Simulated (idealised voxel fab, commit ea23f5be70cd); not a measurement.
Module name: voxel ribs on slabs (process module)
In the cross-section labelled cut, the width is 290 nm and each square cell is 5 nm.
This document writes a cross-section as a grid whose cells are square, and gives it as bands, listed from the top down; one or more rows of cells form a band.
Quick guide to a band line: top height, bottom height (nm) up front; then every material left to right with its width in nm. Only one material and it's marked "edge to edge"? Then it fills the band edge to edge. And "blank" just means empty space.
It should be noted that heights are counted from 0, beneath which the wafer as supplied is of one material throughout, and that the lowest band possesses no lower boundary but continues downward, as written in "0..down".
Width "30 to 40": first value at the band's top row of cells, second value at its bottom row, equal change from row to row.
Take "remains unaltered" at face value: in the step it is given for, the cross-section changed in none of its cells.
Each empty space that has no open way to the top and spans at least 8 cells appears under "Closed cavity list" as width x height at distance, the distance counted from the left edge, all in nm.
On each step's line, the part that comes after the settings is the simulator's own comment on the step.
overlay nm: mask right of planned place by this much (step with mask). Neg. = left.
Read the rest as pairs. Take the cross-section before one process step, then the cross-section after it, which shows only down to the lowest band that changed. Under the pair, find the step between them and its settings. Bear in mind that pairs may come from different runs of this module on the same starting wafer: link a pair to the pair above it only where its entry headed "Before processing" says to.
## Before processing
	0..down | Si edge to edge
	Closed cavity list: none
## Resulting Structure
	20..0 | SiO2 edge to edge
	Everything below 0 is unchanged.
	Closed cavity list: none
Can you name the step between the two cross-sections above? It is DIRECTIONAL_DEP with material SiO2, thk nm 20
Before processing: the state before this step is the cross-section shown after the step in the pair just above.
## Resulting Structure
	35..20 | polySi edge to edge
	Everything below 20 is unchanged.
	Closed cavity list: none
Can you name the step between the two cross-sections above? It is DIRECTIONAL_DEP with material polySi, thk nm 15
Before processing: the state before this step is the cross-section shown after the step in the pair just above.
## Resulting Structure
	50..35 | aC edge to edge
	Everything below 35 is unchanged.
	Closed cavity list: none
Can you name the step between the two cross-sections above? It is DIRECTIONAL_DEP with material aC, thk nm 15
Before processing: the state before this step is the cross-section shown after the step in the pair just above.
## Resulting Structure
	80..50 | blank 135 / resist 15 / blank 140
	Everything below 50 is unchanged.
	Closed cavity list: none
Can you name the step between the two cross-sections above? It is PATTERN with tone cover, mask id RIB, material resist, width nm 15, thk nm 30, overlay nm 0
Before processing: the state before this step is the cross-section shown after the step in the pair just above.
## Resulting Structure
	65..50 | blank 135 / resist 15 / blank 140
	50..35 | blank 135 / aC 15 / blank 140
	Everything below 35 is unchanged.
	Closed cavity list: none
Can you name the step between the two cross-sections above? It is DIRECTIONAL_ETCH with etch materials aC, depth nm 15
Before processing: the state before this step is the cross-section shown after the step in the pair just above.
## Resulting Structure
	50..35 | blank 135 / aC 15 / blank 140
	Everything below 35 is unchanged.
	Closed cavity list: none
Can you name the step between the two cross-sections above? It is STRIP with etch materials resist
Before processing: the state before this step is the cross-section shown after the step in the pair just above.
## Resulting Structure
	50..35 | blank 135 / aC 15 / blank 140
	35..25 | blank 135 / polySi 15 / blank 140
	Everything below 25 is unchanged.
	Closed cavity list: none
Can you name the step between the two cross-sections above? It is DIRECTIONAL_ETCH with etch materials polySi, depth nm 10
Before processing: the state before this step is the cross-section shown after the step in the pair just above.
## Resulting Structure
	35..25 | blank 135 / polySi 15 / blank 140
	Everything below 25 is unchanged.
	Closed cavity list: none
Can you name the step between the two cross-sections above? It is STRIP with etch materials aC
Before processing: the state before this step is the cross-section shown after the step in the pair just above.
## Resulting Structure
	35..25 | blank 135 / polySi 15 / blank 140
	25..20 | blank 120 / polySi 45 / blank 125
	Everything below 20 is unchanged.
	Closed cavity list: none
Can you name the step between the two cross-sections above? It is MASKED_ETCH with tone cover, mask id SLAB, width nm 45, etch materials polySi, depth nm 5, overlay nm 0
Before processing: the state before this step is the cross-section shown after the step in the pair just above.
## Resulting Structure
	60..35 | SiO2 edge to edge
	35..25 | SiO2 135 / polySi 15 / SiO2 140
	25..20 | SiO2 120 / polySi 45 / SiO2 125
	Everything below 20 is unchanged.
	Closed cavity list: none
Can you name the step between the two cross-sections above? It is FILL_DEP with material SiO2, thk nm 25
Before processing: the state before this step is the cross-section shown after the step in the pair just above.
## Resulting Structure
	55..35 | SiO2 edge to edge
	Everything below 35 is unchanged.
	Closed cavity list: none
Can you name the step between the two cross-sections above? It is CMP with height nm 55
Before processing: the state before this step is the cross-section shown after the step in the pair just above.
## Resulting Structure
	65..55 | W edge to edge
	Everything below 55 is unchanged.
	Closed cavity list: none
Can you name the step between the two cross-sections above? It is DIRECTIONAL_DEP with material W, thk nm 10
Before processing: the state before this step is the cross-section shown after the step in the pair just above.
## Resulting Structure
	80..65 | aC edge to edge
	Everything below 65 is unchanged.
	Closed cavity list: none
Can you name the step between the two cross-sections above? It is DIRECTIONAL_DEP with material aC, thk nm 15
Before processing: the state before this step is the cross-section shown after the step in the pair just above.
## Resulting Structure
	110..80 | blank 130 / resist 25 / blank 135
	Everything below 80 is unchanged.
	Closed cavity list: none
Can you name the step between the two cross-sections above? It is PATTERN with tone cover, mask id HEATER, material resist, width nm 25, thk nm 30, overlay nm 0
Before processing: the state before this step is the cross-section shown after the step in the pair just above.
## Resulting Structure
	95..80 | blank 130 / resist 25 / blank 135
	80..65 | blank 130 / aC 25 / blank 135
	Everything below 65 is unchanged.
	Closed cavity list: none
Can you name the step between the two cross-sections above? It is DIRECTIONAL_ETCH with etch materials aC, depth nm 15
Before processing: the state before this step is the cross-section shown after the step in the pair just above.
## Resulting Structure
	80..65 | blank 130 / aC 25 / blank 135
	Everything below 65 is unchanged.
	Closed cavity list: none
Can you name the step between the two cross-sections above? It is STRIP with etch materials resist
Before processing: the state before this step is the cross-section shown after the step in the pair just above.
## Resulting Structure
	80..65 | blank 130 / aC 25 / blank 135
	65..55 | blank 130 / W 25 / blank 135
	Everything below 55 is unchanged.
	Closed cavity list: none
Can you name the step between the two cross-sections above? It is DIRECTIONAL_ETCH with etch materials W, depth nm 10
Before processing: the state before this step is the cross-section shown after the step in the pair just above.
## Resulting Structure
	65..55 | blank 130 / W 25 / blank 135
	Everything below 55 is unchanged.
	Closed cavity list: none
Can you name the step between the two cross-sections above? It is STRIP with etch materials aC
Before processing: the state before this step is the cross-section shown after the step in the pair just above.
## Resulting Structure
	70..65 | blank 125 / SiN 35 / blank 130
	65..60 | blank 125 / SiN 5 / W 25 / SiN 5 / blank 130
	60..55 | SiN 130 / W 25 / SiN 135
	Everything below 55 is unchanged.
	Closed cavity list: none
Can you name the step between the two cross-sections above? It is CONFORMAL_DEP with material SiN, thk nm 5
## Before processing
	35..20 | polySi edge to edge
	20..0 | SiO2 edge to edge
	0..down | Si edge to edge
	Closed cavity list: none
## Resulting Structure
	50..20 | polySi edge to edge
	Everything below 20 is unchanged.
	Closed cavity list: none
Can you name the step between the two cross-sections above? It is DIRECTIONAL_DEP with material polySi, thk nm 15
Before processing: the state before this step is the cross-section shown after the step in the pair just above.
## Resulting Structure
	65..50 | aC edge to edge
	Everything below 50 is unchanged.
	Closed cavity list: none
Can you name the step between the two cross-sections above? It is DIRECTIONAL_DEP with material aC, thk nm 15
Before processing: the state before this step is the cross-section shown after the step in the pair just above.
## Resulting Structure
	95..65 | blank 135 / resist 15 / blank 140
	Everything below 65 is unchanged.
	Closed cavity list: none
Can you name the step between the two cross-sections above? It is PATTERN with tone cover, mask id RIB, material resist, width nm 15, thk nm 30, overlay nm 0
Before processing: the state before this step is the cross-section shown after the step in the pair just above.
## Resulting Structure
	80..65 | blank 135 / resist 15 / blank 140
	65..50 | blank 135 / aC 15 / blank 140
	Everything below 50 is unchanged.
	Closed cavity list: none
Can you name the step between the two cross-sections above? It is DIRECTIONAL_ETCH with etch materials aC, depth nm 15
Before processing: the state before this step is the cross-section shown after the step in the pair just above.
## Resulting Structure
	65..50 | blank 135 / aC 15 / blank 140
	Everything below 50 is unchanged.
	Closed cavity list: none
Can you name the step between the two cross-sections above? It is STRIP with etch materials resist
Before processing: the state before this step is the cross-section shown after the step in the pair just above.
## Resulting Structure
	65..50 | blank 135 / aC 15 / blank 140
	50..40 | blank 135 / polySi 15 / blank 140
	Everything below 40 is unchanged.
	Closed cavity list: none
Can you name the step between the two cross-sections above? It is DIRECTIONAL_ETCH with etch materials polySi, depth nm 10
Before processing: the state before this step is the cross-section shown after the step in the pair just above.
## Resulting Structure
	50..40 | blank 135 / polySi 15 / blank 140
	Everything below 40 is unchanged.
	Closed cavity list: none
Can you name the step between the two cross-sections above? It is STRIP with etch materials aC
Before processing: the state before this step is the cross-section shown after the step in the pair just above.
## Resulting Structure
	50..40 | blank 135 / polySi 15 / blank 140
	40..35 | blank 120 / polySi 45 / blank 125
	Everything below 35 is unchanged.
	Closed cavity list: none
Can you name the step between the two cross-sections above? It is MASKED_ETCH with tone cover, mask id SLAB, width nm 45, etch materials polySi, depth nm 5, overlay nm 0
Before processing: the state before this step is the cross-section shown after the step in the pair just above.
## Resulting Structure
	75..50 | SiO2 edge to edge
	50..40 | SiO2 135 / polySi 15 / SiO2 140
	40..35 | SiO2 120 / polySi 45 / SiO2 125
	Everything below 35 is unchanged.
	Closed cavity list: none
Can you name the step between the two cross-sections above? It is FILL_DEP with material SiO2, thk nm 25
Before processing: the state before this step is the cross-section shown after the step in the pair just above.
## Resulting Structure
	55..50 | SiO2 edge to edge
	Everything below 50 is unchanged.
	Closed cavity list: none
Can you name the step between the two cross-sections above? It is CMP with height nm 55
Before processing: the state before this step is the cross-section shown after the step in the pair just above.
## Resulting Structure
	65..55 | W edge to edge
	Everything below 55 is unchanged.
	Closed cavity list: none
Can you name the step between the two cross-sections above? It is DIRECTIONAL_DEP with material W, thk nm 10
Before processing: the state before this step is the cross-section shown after the step in the pair just above.
## Resulting Structure
	80..65 | aC edge to edge
	Everything below 65 is unchanged.
	Closed cavity list: none
Can you name the step between the two cross-sections above? It is DIRECTIONAL_DEP with material aC, thk nm 15
Before processing: the state before this step is the cross-section shown after the step in the pair just above.
## Resulting Structure
	110..80 | blank 130 / resist 25 / blank 135
	Everything below 80 is unchanged.
	Closed cavity list: none
Can you name the step between the two cross-sections above? It is PATTERN with tone cover, mask id HEATER, material resist, width nm 25, thk nm 30, overlay nm 0
Before processing: the state before this step is the cross-section shown after the step in the pair just above.
## Resulting Structure
	95..80 | blank 130 / resist 25 / blank 135
	80..65 | blank 130 / aC 25 / blank 135
	Everything below 65 is unchanged.
	Closed cavity list: none
Can you name the step between the two cross-sections above? It is DIRECTIONAL_ETCH with etch materials aC, depth nm 15
Before processing: the state before this step is the cross-section shown after the step in the pair just above.
## Resulting Structure
	80..65 | blank 130 / aC 25 / blank 135
	Everything below 65 is unchanged.
	Closed cavity list: none
Can you name the step between the two cross-sections above? It is STRIP with etch materials resist
Before processing: the state before this step is the cross-section shown after the step in the pair just above.
## Resulting Structure
	80..65 | blank 130 / aC 25 / blank 135
	65..55 | blank 130 / W 25 / blank 135
	Everything below 55 is unchanged.
	Closed cavity list: none
Can you name the step between the two cross-sections above? It is DIRECTIONAL_ETCH with etch materials W, depth nm 10
Before processing: the state before this step is the cross-section shown after the step in the pair just above.
## Resulting Structure
	65..55 | blank 130 / W 25 / blank 135
	Everything below 55 is unchanged.
	Closed cavity list: none
Can you name the step between the two cross-sections above? It is STRIP with etch materials aC
Before processing: the state before this step is the cross-section shown after the step in the pair just above.
## Resulting Structure
	70..65 | blank 125 / SiN 35 / blank 130
	65..60 | blank 125 / SiN 5 / W 25 / SiN 5 / blank 130
	60..55 | SiN 130 / W 25 / SiN 135
	Everything below 55 is unchanged.
	Closed cavity list: none
Can you name the step between the two cross-sections above? It is CONFORMAL_DEP with material SiN, thk nm 5
## Before processing
	0..down | Si edge to edge
	Closed cavity list: none
## Resulting Structure
	15..0 | polySi edge to edge
	Everything below 0 is unchanged.
	Closed cavity list: none
Can you name the step between the two cross-sections above? It is DIRECTIONAL_DEP with material polySi, thk nm 15
Before processing: the state before this step is the cross-section shown after the step in the pair just above.
## Resulting Structure
	35..15 | SiO2 edge to edge
	Everything below 15 is unchanged.
	Closed cavity list: none
Can you name the step between the two cross-sections above? It is DIRECTIONAL_DEP with material SiO2, thk nm 20
Before processing: the state before this step is the cross-section shown after the step in the pair just above.
## Resulting Structure
	50..35 | aC edge to edge
	Everything below 35 is unchanged.
	Closed cavity list: none
Can you name the step between the two cross-sections above? It is DIRECTIONAL_DEP with material aC, thk nm 15
Before processing: the state before this step is the cross-section shown after the step in the pair just above.
## Resulting Structure
	80..50 | blank 135 / resist 15 / blank 140
	Everything below 50 is unchanged.
	Closed cavity list: none
Can you name the step between the two cross-sections above? It is PATTERN with tone cover, mask id RIB, material resist, width nm 15, thk nm 30, overlay nm 0
Before processing: the state before this step is the cross-section shown after the step in the pair just above.
## Resulting Structure
	65..50 | blank 135 / resist 15 / blank 140
	50..35 | blank 135 / aC 15 / blank 140
	Everything below 35 is unchanged.
	Closed cavity list: none
Can you name the step between the two cross-sections above? It is DIRECTIONAL_ETCH with etch materials aC, depth nm 15
Before processing: the state before this step is the cross-section shown after the step in the pair just above.
## Resulting Structure
	50..35 | blank 135 / aC 15 / blank 140
	Everything below 35 is unchanged.
	Closed cavity list: none
Can you name the step between the two cross-sections above? It is STRIP with etch materials resist
Before processing: the state before this step is the cross-section shown after the step in the pair just above.
## Resulting Structure
	35..15 | SiO2 edge to edge
	Everything below 15 is unchanged.
	Closed cavity list: none
Can you name the step between the two cross-sections above? It is STRIP with etch materials aC
Before processing: the state before this step is the cross-section shown after the step in the pair just above.
## Resulting Structure
	60..15 | SiO2 edge to edge
	Everything below 15 is unchanged.
	Closed cavity list: none
Can you name the step between the two cross-sections above? It is FILL_DEP with material SiO2, thk nm 25
Before processing: the state before this step is the cross-section shown after the step in the pair just above.
## Resulting Structure
	55..15 | SiO2 edge to edge
	Everything below 15 is unchanged.
	Closed cavity list: none
Can you name the step between the two cross-sections above? It is CMP with height nm 55
Before processing: the state before this step is the cross-section shown after the step in the pair just above.
## Resulting Structure
	65..55 | W edge to edge
	Everything below 55 is unchanged.
	Closed cavity list: none
Can you name the step between the two cross-sections above? It is DIRECTIONAL_DEP with material W, thk nm 10
Before processing: the state before this step is the cross-section shown after the step in the pair just above.
## Resulting Structure
	80..65 | aC edge to edge
	Everything below 65 is unchanged.
	Closed cavity list: none
Can you name the step between the two cross-sections above? It is DIRECTIONAL_DEP with material aC, thk nm 15
Before processing: the state before this step is the cross-section shown after the step in the pair just above.
## Resulting Structure
	110..80 | blank 130 / resist 25 / blank 135
	Everything below 80 is unchanged.
	Closed cavity list: none
Can you name the step between the two cross-sections above? It is PATTERN with tone cover, mask id HEATER, material resist, width nm 25, thk nm 30, overlay nm 0
Before processing: the state before this step is the cross-section shown after the step in the pair just above.
## Resulting Structure
	95..80 | blank 130 / resist 25 / blank 135
	80..65 | blank 130 / aC 25 / blank 135
	Everything below 65 is unchanged.
	Closed cavity list: none
Can you name the step between the two cross-sections above? It is DIRECTIONAL_ETCH with etch materials aC, depth nm 15
Before processing: the state before this step is the cross-section shown after the step in the pair just above.
## Resulting Structure
	80..65 | blank 130 / aC 25 / blank 135
	Everything below 65 is unchanged.
	Closed cavity list: none
Can you name the step between the two cross-sections above? It is STRIP with etch materials resist
Before processing: the state before this step is the cross-section shown after the step in the pair just above.
## Resulting Structure
	80..65 | blank 130 / aC 25 / blank 135
	65..55 | blank 130 / W 25 / blank 135
	Everything below 55 is unchanged.
	Closed cavity list: none
Can you name the step between the two cross-sections above? It is DIRECTIONAL_ETCH with etch materials W, depth nm 10
Before processing: the state before this step is the cross-section shown after the step in the pair just above.
## Resulting Structure
	65..55 | blank 130 / W 25 / blank 135
	Everything below 55 is unchanged.
	Closed cavity list: none
Can you name the step between the two cross-sections above? It is STRIP with etch materials aC
Before processing: the state before this step is the cross-section shown after the step in the pair just above.
## Resulting Structure
	70..65 | blank 125 / SiN 35 / blank 130
	65..60 | blank 125 / SiN 5 / W 25 / SiN 5 / blank 130
	60..55 | SiN 130 / W 25 / SiN 135
	Everything below 55 is unchanged.
	Closed cavity list: none
Can you name the step between the two cross-sections above? It is CONFORMAL_DEP with material SiN, thk nm 5
## Before processing
	60..35 | SiO2 edge to edge
	35..25 | SiO2 135 / polySi 15 / SiO2 140
	25..20 | SiO2 120 / polySi 45 / SiO2 125
	20..0 | SiO2 edge to edge
	0..down | Si edge to edge
	Closed cavity list: none
## Resulting Structure
	50..35 | SiO2 edge to edge
	Everything below 35 is unchanged.
	Closed cavity list: none
Can you name the step between the two cross-sections above? It is CMP with height nm 50
Before processing: the state before this step is the cross-section shown after the step in the pair just above.
## Resulting Structure
	60..50 | W edge to edge
	Everything below 50 is unchanged.
	Closed cavity list: none
Can you name the step between the two cross-sections above? It is DIRECTIONAL_DEP with material W, thk nm 10
Before processing: the state before this step is the cross-section shown after the step in the pair just above.
## Resulting Structure
	75..60 | aC edge to edge
	Everything below 60 is unchanged.
	Closed cavity list: none
Can you name the step between the two cross-sections above? It is DIRECTIONAL_DEP with material aC, thk nm 15
Before processing: the state before this step is the cross-section shown after the step in the pair just above.
## Resulting Structure
	105..75 | blank 130 / resist 25 / blank 135
	Everything below 75 is unchanged.
	Closed cavity list: none
Can you name the step between the two cross-sections above? It is PATTERN with tone cover, mask id HEATER, material resist, width nm 25, thk nm 30, overlay nm 0
Before processing: the state before this step is the cross-section shown after the step in the pair just above.
## Resulting Structure
	90..75 | blank 130 / resist 25 / blank 135
	75..60 | blank 130 / aC 25 / blank 135
	Everything below 60 is unchanged.
	Closed cavity list: none
Can you name the step between the two cross-sections above? It is DIRECTIONAL_ETCH with etch materials aC, depth nm 15
Before processing: the state before this step is the cross-section shown after the step in the pair just above.
## Resulting Structure
	75..60 | blank 130 / aC 25 / blank 135
	Everything below 60 is unchanged.
	Closed cavity list: none
Can you name the step between the two cross-sections above? It is STRIP with etch materials resist
Before processing: the state before this step is the cross-section shown after the step in the pair just above.
## Resulting Structure
	75..60 | blank 130 / aC 25 / blank 135
	60..50 | blank 130 / W 25 / blank 135
	Everything below 50 is unchanged.
	Closed cavity list: none
Can you name the step between the two cross-sections above? It is DIRECTIONAL_ETCH with etch materials W, depth nm 10
Before processing: the state before this step is the cross-section shown after the step in the pair just above.
## Resulting Structure
	60..50 | blank 130 / W 25 / blank 135
	Everything below 50 is unchanged.
	Closed cavity list: none
Can you name the step between the two cross-sections above? It is STRIP with etch materials aC
Before processing: the state before this step is the cross-section shown after the step in the pair just above.
## Resulting Structure
	65..60 | blank 125 / SiN 35 / blank 130
	60..55 | blank 125 / SiN 5 / W 25 / SiN 5 / blank 130
	55..50 | SiN 130 / W 25 / SiN 135
	Everything below 50 is unchanged.
	Closed cavity list: none
Can you name the step between the two cross-sections above? It is CONFORMAL_DEP with material SiN, thk nm 5
## Before processing
	35..25 | blank 135 / polySi 15 / blank 140
	25..20 | polySi edge to edge
	20..0 | SiO2 edge to edge
	0..down | Si edge to edge
	Closed cavity list: none
## Resulting Structure
	35..25 | blank 135 / polySi 15 / blank 140
	25..20 | blank 125 / polySi 35 / blank 130
	Everything below 20 is unchanged.
	Closed cavity list: none
Can you name the step between the two cross-sections above? It is MASKED_ETCH with tone cover, mask id SLAB, width nm 35, etch materials polySi, depth nm 5, overlay nm 0
Before processing: the state before this step is the cross-section shown after the step in the pair just above.
## Resulting Structure
	60..35 | SiO2 edge to edge
	35..25 | SiO2 135 / polySi 15 / SiO2 140
	25..20 | SiO2 125 / polySi 35 / SiO2 130
	Everything below 20 is unchanged.
	Closed cavity list: none
Can you name the step between the two cross-sections above? It is FILL_DEP with material SiO2, thk nm 25
Before processing: the state before this step is the cross-section shown after the step in the pair just above.
## Resulting Structure
	55..35 | SiO2 edge to edge
	Everything below 35 is unchanged.
	Closed cavity list: none
Can you name the step between the two cross-sections above? It is CMP with height nm 55
Before processing: the state before this step is the cross-section shown after the step in the pair just above.
## Resulting Structure
	65..55 | W edge to edge
	Everything below 55 is unchanged.
	Closed cavity list: none
Can you name the step between the two cross-sections above? It is DIRECTIONAL_DEP with material W, thk nm 10
Before processing: the state before this step is the cross-section shown after the step in the pair just above.
## Resulting Structure
	80..65 | aC edge to edge
	Everything below 65 is unchanged.
	Closed cavity list: none
Can you name the step between the two cross-sections above? It is DIRECTIONAL_DEP with material aC, thk nm 15
Before processing: the state before this step is the cross-section shown after the step in the pair just above.
## Resulting Structure
	110..80 | blank 130 / resist 25 / blank 135
	Everything below 80 is unchanged.
	Closed cavity list: none
Can you name the step between the two cross-sections above? It is PATTERN with tone cover, mask id HEATER, material resist, width nm 25, thk nm 30, overlay nm 0
Before processing: the state before this step is the cross-section shown after the step in the pair just above.
## Resulting Structure
	95..80 | blank 130 / resist 25 / blank 135
	80..65 | blank 130 / aC 25 / blank 135
	Everything below 65 is unchanged.
	Closed cavity list: none
Can you name the step between the two cross-sections above? It is DIRECTIONAL_ETCH with etch materials aC, depth nm 15
Before processing: the state before this step is the cross-section shown after the step in the pair just above.
## Resulting Structure
	80..65 | blank 130 / aC 25 / blank 135
	Everything below 65 is unchanged.
	Closed cavity list: none
Can you name the step between the two cross-sections above? It is STRIP with etch materials resist
Before processing: the state before this step is the cross-section shown after the step in the pair just above.
## Resulting Structure
	80..65 | blank 130 / aC 25 / blank 135
	65..55 | blank 130 / W 25 / blank 135
	Everything below 55 is unchanged.
	Closed cavity list: none
Can you name the step between the two cross-sections above? It is DIRECTIONAL_ETCH with etch materials W, depth nm 10
Before processing: the state before this step is the cross-section shown after the step in the pair just above.
## Resulting Structure
	65..55 | blank 130 / W 25 / blank 135
	Everything below 55 is unchanged.
	Closed cavity list: none
Can you name the step between the two cross-sections above? It is STRIP with etch materials aC
Before processing: the state before this step is the cross-section shown after the step in the pair just above.
## Resulting Structure
	70..65 | blank 125 / SiN 35 / blank 130
	65..60 | blank 125 / SiN 5 / W 25 / SiN 5 / blank 130
	60..55 | SiN 130 / W 25 / SiN 135
	Everything below 55 is unchanged.
	Closed cavity list: none
Can you name the step between the two cross-sections above? It is CONFORMAL_DEP with material SiN, thk nm 5
## Before processing
	35..25 | blank 135 / polySi 15 / blank 140
	25..20 | polySi edge to edge
	20..0 | SiO2 edge to edge
	0..down | Si edge to edge
	Closed cavity list: none
## Resulting Structure
	35..25 | blank 135 / polySi 15 / blank 140
	25..20 | blank 110 / polySi 45 / blank 135
	Everything below 20 is unchanged.
	Closed cavity list: none
Can you name the step between the two cross-sections above? It is MASKED_ETCH with tone cover, mask id SLAB, width nm 45, etch materials polySi, depth nm 5, overlay nm -10
Before processing: the state before this step is the cross-section shown after the step in the pair just above.
## Resulting Structure
	60..35 | SiO2 edge to edge
	35..25 | SiO2 135 / polySi 15 / SiO2 140
	25..20 | SiO2 110 / polySi 45 / SiO2 135
	Everything below 20 is unchanged.
	Closed cavity list: none
Can you name the step between the two cross-sections above? It is FILL_DEP with material SiO2, thk nm 25
Before processing: the state before this step is the cross-section shown after the step in the pair just above.
## Resulting Structure
	55..35 | SiO2 edge to edge
	Everything below 35 is unchanged.
	Closed cavity list: none
Can you name the step between the two cross-sections above? It is CMP with height nm 55
Before processing: the state before this step is the cross-section shown after the step in the pair just above.
## Resulting Structure
	65..55 | W edge to edge
	Everything below 55 is unchanged.
	Closed cavity list: none
Can you name the step between the two cross-sections above? It is DIRECTIONAL_DEP with material W, thk nm 10
Before processing: the state before this step is the cross-section shown after the step in the pair just above.
## Resulting Structure
	80..65 | aC edge to edge
	Everything below 65 is unchanged.
	Closed cavity list: none
Can you name the step between the two cross-sections above? It is DIRECTIONAL_DEP with material aC, thk nm 15
Before processing: the state before this step is the cross-section shown after the step in the pair just above.
## Resulting Structure
	110..80 | blank 130 / resist 25 / blank 135
	Everything below 80 is unchanged.
	Closed cavity list: none
Can you name the step between the two cross-sections above? It is PATTERN with tone cover, mask id HEATER, material resist, width nm 25, thk nm 30, overlay nm 0
Before processing: the state before this step is the cross-section shown after the step in the pair just above.
## Resulting Structure
	95..80 | blank 130 / resist 25 / blank 135
	80..65 | blank 130 / aC 25 / blank 135
	Everything below 65 is unchanged.
	Closed cavity list: none
Can you name the step between the two cross-sections above? It is DIRECTIONAL_ETCH with etch materials aC, depth nm 15
Before processing: the state before this step is the cross-section shown after the step in the pair just above.
## Resulting Structure
	80..65 | blank 130 / aC 25 / blank 135
	Everything below 65 is unchanged.
	Closed cavity list: none
Can you name the step between the two cross-sections above? It is STRIP with etch materials resist
Before processing: the state before this step is the cross-section shown after the step in the pair just above.
## Resulting Structure
	80..65 | blank 130 / aC 25 / blank 135
	65..55 | blank 130 / W 25 / blank 135
	Everything below 55 is unchanged.
	Closed cavity list: none
Can you name the step between the two cross-sections above? It is DIRECTIONAL_ETCH with etch materials W, depth nm 10
Before processing: the state before this step is the cross-section shown after the step in the pair just above.
## Resulting Structure
	65..55 | blank 130 / W 25 / blank 135
	Everything below 55 is unchanged.
	Closed cavity list: none
Can you name the step between the two cross-sections above? It is STRIP with etch materials aC
Before processing: the state before this step is the cross-section shown after the step in the pair just above.
## Resulting Structure
	70..65 | blank 125 / SiN 35 / blank 130
	65..60 | blank 125 / SiN 5 / W 25 / SiN 5 / blank 130
	60..55 | SiN 130 / W 25 / SiN 135
	Everything below 55 is unchanged.
	Closed cavity list: none
Can you name the step between the two cross-sections above? It is CONFORMAL_DEP with material SiN, thk nm 5
## Before processing
	65..55 | W edge to edge
	55..35 | SiO2 edge to edge
	35..25 | SiO2 135 / polySi 15 / SiO2 140
	25..20 | SiO2 120 / polySi 45 / SiO2 125
	20..0 | SiO2 edge to edge
	0..down | Si edge to edge
	Closed cavity list: none
## Resulting Structure
	80..65 | SiN edge to edge
	Everything below 65 is unchanged.
	Closed cavity list: none
Can you name the step between the two cross-sections above? It is DIRECTIONAL_DEP with material SiN, thk nm 15
Before processing: the state before this step is the cross-section shown after the step in the pair just above.
## Resulting Structure
	110..80 | blank 130 / resist 25 / blank 135
	Everything below 80 is unchanged.
	Closed cavity list: none
Can you name the step between the two cross-sections above? It is PATTERN with tone cover, mask id HEATER, material resist, width nm 25, thk nm 30, overlay nm 0
Before processing: the state before this step is the cross-section shown after the step in the pair just above.
## Resulting Structure
	95..80 | blank 130 / resist 25 / blank 135
	Everything below 80 is unchanged.
	Closed cavity list: none
Can you name the step between the two cross-sections above? It is DIRECTIONAL_ETCH with etch materials aC, depth nm 15
Before processing: the state before this step is the cross-section shown after the step in the pair just above.
## Resulting Structure
	80..65 | SiN edge to edge
	Everything below 65 is unchanged.
	Closed cavity list: none
Can you name the step between the two cross-sections above? It is STRIP with etch materials resist
Before processing: the state before this step is the cross-section shown after the step in the pair just above.
## Resulting Structure
	85..65 | SiN edge to edge
	Everything below 65 is unchanged.
	Closed cavity list: none
Can you name the step between the two cross-sections above? It is CONFORMAL_DEP with material SiN, thk nm 5
## Before processing
	50..35 | aC edge to edge
	35..20 | polySi edge to edge
	20..0 | SiO2 edge to edge
	0..down | Si edge to edge
	Closed cavity list: none
## Resulting Structure
	80..50 | resist 135 / blank 15 / resist 140
	Everything below 50 is unchanged.
	Closed cavity list: none
Can you name the step between the two cross-sections above? It is PATTERN with tone open, mask id RIB, material resist, width nm 15, thk nm 30, overlay nm 0
Before processing: the state before this step is the cross-section shown after the step in the pair just above.
## Resulting Structure
	65..50 | resist 135 / blank 15 / resist 140
	50..35 | aC 135 / blank 15 / aC 140
	Everything below 35 is unchanged.
	Closed cavity list: none
Can you name the step between the two cross-sections above? It is DIRECTIONAL_ETCH with etch materials aC, depth nm 15
Before processing: the state before this step is the cross-section shown after the step in the pair just above.
## Resulting Structure
	50..35 | aC 135 / blank 15 / aC 140
	Everything below 35 is unchanged.
	Closed cavity list: none
Can you name the step between the two cross-sections above? It is STRIP with etch materials resist
Before processing: the state before this step is the cross-section shown after the step in the pair just above.
## Resulting Structure
	50..35 | aC 135 / blank 15 / aC 140
	35..25 | polySi 135 / blank 15 / polySi 140
	Everything below 25 is unchanged.
	Closed cavity list: none
Can you name the step between the two cross-sections above? It is DIRECTIONAL_ETCH with etch materials polySi, depth nm 10
Before processing: the state before this step is the cross-section shown after the step in the pair just above.
## Resulting Structure
	35..25 | polySi 135 / blank 15 / polySi 140
	Everything below 25 is unchanged.
	Closed cavity list: none
Can you name the step between the two cross-sections above? It is STRIP with etch materials aC
Before processing: the state before this step is the cross-section shown after the step in the pair just above.
## Resulting Structure
	35..30 | blank 120 / polySi 15 / blank 15 / polySi 15 / blank 125
	Everything below 30 is unchanged.
	Closed cavity list: none
Can you name the step between the two cross-sections above? It is MASKED_ETCH with tone cover, mask id SLAB, width nm 45, etch materials polySi, depth nm 5, overlay nm 0
Before processing: the state before this step is the cross-section shown after the step in the pair just above.
## Resulting Structure
	60..35 | SiO2 edge to edge
	35..30 | SiO2 120 / polySi 15 / SiO2 15 / polySi 15 / SiO2 125
	30..25 | polySi 135 / SiO2 15 / polySi 140
	Everything below 25 is unchanged.
	Closed cavity list: none
Can you name the step between the two cross-sections above? It is FILL_DEP with material SiO2, thk nm 25
Before processing: the state before this step is the cross-section shown after the step in the pair just above.
## Resulting Structure
	55..35 | SiO2 edge to edge
	Everything below 35 is unchanged.
	Closed cavity list: none
Can you name the step between the two cross-sections above? It is CMP with height nm 55
Before processing: the state before this step is the cross-section shown after the step in the pair just above.
## Resulting Structure
	65..55 | W edge to edge
	Everything below 55 is unchanged.
	Closed cavity list: none
Can you name the step between the two cross-sections above? It is DIRECTIONAL_DEP with material W, thk nm 10
Before processing: the state before this step is the cross-section shown after the step in the pair just above.
## Resulting Structure
	80..65 | aC edge to edge
	Everything below 65 is unchanged.
	Closed cavity list: none
Can you name the step between the two cross-sections above? It is DIRECTIONAL_DEP with material aC, thk nm 15
Before processing: the state before this step is the cross-section shown after the step in the pair just above.
## Resulting Structure
	110..80 | blank 130 / resist 25 / blank 135
	Everything below 80 is unchanged.
	Closed cavity list: none
Can you name the step between the two cross-sections above? It is PATTERN with tone cover, mask id HEATER, material resist, width nm 25, thk nm 30, overlay nm 0
Before processing: the state before this step is the cross-section shown after the step in the pair just above.
## Resulting Structure
	95..80 | blank 130 / resist 25 / blank 135
	80..65 | blank 130 / aC 25 / blank 135
	Everything below 65 is unchanged.
	Closed cavity list: none
Can you name the step between the two cross-sections above? It is DIRECTIONAL_ETCH with etch materials aC, depth nm 15
Before processing: the state before this step is the cross-section shown after the step in the pair just above.
## Resulting Structure
	80..65 | blank 130 / aC 25 / blank 135
	Everything below 65 is unchanged.
	Closed cavity list: none
Can you name the step between the two cross-sections above? It is STRIP with etch materials resist
